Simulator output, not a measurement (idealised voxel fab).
Proc. module: voxel transistor to metal
The width of the displayed cross-section, cut, is 165 nm; its cells are square, with a size of 5 nm.
Throughout this document, each cross-section is represented as a grid of square cells and is presented as a sequence of bands enumerated from the top downward, where a band comprises one or more rows of cells.
Look at the band entry: it leads with the top's height and the bottom's height in nm. Then it lists the materials left to right, with a width in nm for each. The word "full width" on a single material says that material fills the band edge to edge. The word "blank" is empty space.
Ref level 0: as-received wafer is one material below here. Bottom band extends down with no lower bound ("0 down").
Width "30->40": first value at the band's top row of cells, second value at its bottom row, equal change from row to row.
"remained the same" (step): cross-section cells unchanged, all of them.
Listed in "Fully enclosed voids": every empty space of 8 or more cells without an open way to the top. Form: width x height at distance, the distance being from the left edge, all in nm.
What comes after the settings on a step's line is commentary from the simulator itself on that step.
overlay nm: step with mask; distance mask lay right of planned place; negative value = left of planned place.
THIS SECTION LISTS THE PROCESS STEPS THAT WERE PLANNED
1,RECEIVE [material Si]
2,CONFORMAL_DEP [material SiO2] [thk nm 5]
3,CONFORMAL_DEP [material SiN] [thk nm 15]
4,PATTERN [tone cover] [mask id ACTIVE] [material resist] [width nm 95] [thk nm 15] [overlay nm 0]
5,DIRECTIONAL_ETCH [etch materials SiN] [depth nm 15]
6,DIRECTIONAL_ETCH [etch materials SiO2] [depth nm 5]
7,DIRECTIONAL_ETCH [etch materials Si] [depth nm 35]
8,STRIP [etch materials resist]
9,FILL_DEP [material SiO2] [thk nm 15]
10,CMP [height nm 20]
11,SELECTIVE_ETCH [etch materials SiO2] [depth nm 10]
12,STRIP [etch materials SiN]
13,SELECTIVE_ETCH [etch materials SiO2] [depth nm 5]
14,OXIDIZE [depth nm 5]
15,DIRECTIONAL_DEP [material polySi] [thk nm 25]
16,DIRECTIONAL_DEP [material SiCN] [thk nm 10]
17,DIRECTIONAL_DEP [material aC] [thk nm 15]
18,PATTERN [tone cover] [mask id GATE] [material resist] [width nm 15] [thk nm 30] [overlay nm 0]
19,DIRECTIONAL_ETCH [etch materials aC] [depth nm 15]
20,STRIP [etch materials resist]
21,DIRECTIONAL_ETCH [etch materials SiCN] [depth nm 20]
22,DIRECTIONAL_ETCH [etch materials polySi] [depth nm 35]
23,STRIP [etch materials aC]
24,CONFORMAL_DEP [material SiN] [thk nm 10]
25,DIRECTIONAL_ETCH [etch materials SiN] [depth nm 10]
26,DIRECTIONAL_ETCH [etch materials SiO2] [depth nm 5]
27,DIRECTIONAL_ETCH [etch materials Si] [depth nm 15]
28,EPI [material pSi] [thk nm 20]
29,FILL_DEP [material SiO2] [thk nm 5]
30,CMP [height nm 35]
31,DIRECTIONAL_DEP [material SiO2] [thk nm 15]
32,PATTERN [tone open] [mask id CONTACT] [material resist] [width nm 30] [pitch nm 55] [thk nm 15] [overlay nm 0]
33,DIRECTIONAL_ETCH [etch materials SiO2] [depth nm 35]
34,STRIP [etch materials resist]
35,CONFORMAL_DEP [material TiN] [thk nm 5]
36,FILL_DEP [material W] [thk nm 10]
37,CMP [height nm 50]
38,CONFORMAL_DEP [material SiCN] [thk nm 5]
39,DIRECTIONAL_DEP [material SiO2] [thk nm 25]
40,DIRECTIONAL_DEP [material aC] [thk nm 10]
41,PATTERN [tone open] [mask id METAL_1] [material resist] [width nm 20] [pitch nm 65] [thk nm 25] [overlay nm 0]
42,DIRECTIONAL_ETCH [etch materials aC] [depth nm 10]
43,STRIP [etch materials resist]
44,DIRECTIONAL_ETCH [etch materials SiO2] [depth nm 25]
45,DIRECTIONAL_ETCH [etch materials SiCN] [depth nm 5]
46,STRIP [etch materials aC]
47,CONFORMAL_DEP [material TiN] [thk nm 5]
48,FILL_DEP [material Cu] [thk nm 5]
49,CMP [height nm 80]
50,CONFORMAL_DEP [material SiCN] [thk nm 5]
51,DIRECTIONAL_DEP [material SiO2] [thk nm 30]
52,DIRECTIONAL_DEP [material aC] [thk nm 15]
53,PATTERN [tone open] [mask id METAL_2] [material resist] [width nm 20] [pitch nm 65] [thk nm 35] [overlay nm 0]
54,DIRECTIONAL_ETCH [etch materials aC] [depth nm 15]
55,STRIP [etch materials resist]
56,DIRECTIONAL_ETCH [etch materials SiO2] [depth nm 15]
57,STRIP [etch materials aC]
58,MASKED_ETCH [tone open] [mask id METAL_2_HOLES] [width nm 15] [pitch nm 65] [etch materials SiO2] [depth nm 15] [overlay nm 0]
59,MASKED_ETCH [tone open] [mask id METAL_2_HOLES] [width nm 15] [pitch nm 65] [etch materials SiCN] [depth nm 5] [overlay nm 0]
60,CONFORMAL_DEP [material TiN] [thk nm 5]
61,FILL_DEP [material Cu] [thk nm 5]
62,CMP [height nm 115]
63,CONFORMAL_DEP [material SiN] [thk nm 5]
CROSS-SECTION OF THE WAFER AT RECEIPT, WHICH IS THE CONDITION AFTER STEP 1
> 0 down: Si full width
> Fully enclosed voids: none
THE PLAN ABOVE WAS CARRIED OUT ON THE STARTING STRUCTURE ABOVE WITH ONE MISTAKE, AND THIS CROSS-SECTION SHOWS THE WAFER AT THE END OF THE MODULE
> 120 to 115: SiN full width
> 115 to 105: SiO2 40, then TiN 5, then Cu 10, then TiN 5, then SiO2 45, then TiN 5, then Cu 10, then TiN 5, then SiO2 40
> 105 to 100: SiO2 40, then TiN 5, then Cu 5, then TiN 10, then SiO2 45, then TiN 5, then Cu 5, then TiN 10, then SiO2 40
> 100 to 85: SiO2 40, then TiN 5, then Cu 5, then TiN 5, then SiO2 50, then TiN 5, then Cu 5, then TiN 5, then SiO2 45
> 85 to 80: SiCN 40, then TiN 15, then SiCN 50, then TiN 15, then SiCN 45
> 80 to 55: SiO2 40, then TiN 5, then Cu 10, then TiN 5, then SiO2 45, then TiN 5, then Cu 10, then TiN 5, then SiO2 40
> 55 to 50: SiCN 40, then TiN 20, then SiCN 45, then TiN 20, then SiCN 40
> 50 to 40: SiO2 40, then TiN 5, then W 20, then TiN 5, then SiO2 25, then TiN 5, then W 20, then TiN 5, then SiO2 40
> 40 to 35: SiO2 40, then TiN 5, then W 15, then TiN 10, then SiO2 25, then TiN 10, then W 15, then TiN 5, then SiO2 40
> 35 to 25: SiO2 40, then TiN 5, then W 15, then TiN 5, then SiN 10, then SiCN 15, then SiN 10, then TiN 5, then W 15, then TiN 5, then SiO2 40
> 25 to 20: SiO2 40, then TiN 5, then W 15, then TiN 5, then SiN 10, then polySi 15, then SiN 10, then TiN 5, then W 15, then TiN 5, then SiO2 40
> 20 to 15: SiO2 40, then TiN 25, then SiN 10, then polySi 15, then SiN 10, then TiN 25, then SiO2 40
> 15 to 5: SiO2 30, then pSi 35, then SiN 10, then polySi 15, then SiN 10, then pSi 35, then SiO2 30
> 5 to 0: SiO2 30, then SiN 10, then pSi 25, then SiN 10, then polySi 15, then SiN 10, then pSi 25, then SiN 10, then SiO2 30
> 0 to -5: SiO2 40, then pSi 25, then SiO2 35, then pSi 25, then SiO2 40
> -5 to -20: SiO2 35, then Si 5, then pSi 25, then Si 35, then pSi 25, then Si 5, then SiO2 35
> -20 to -70: SiO2 35, then Si 95, then SiO2 35
> -70 down: Si full width
> Fully enclosed voids: none
Run error: plan step 7 ran twice
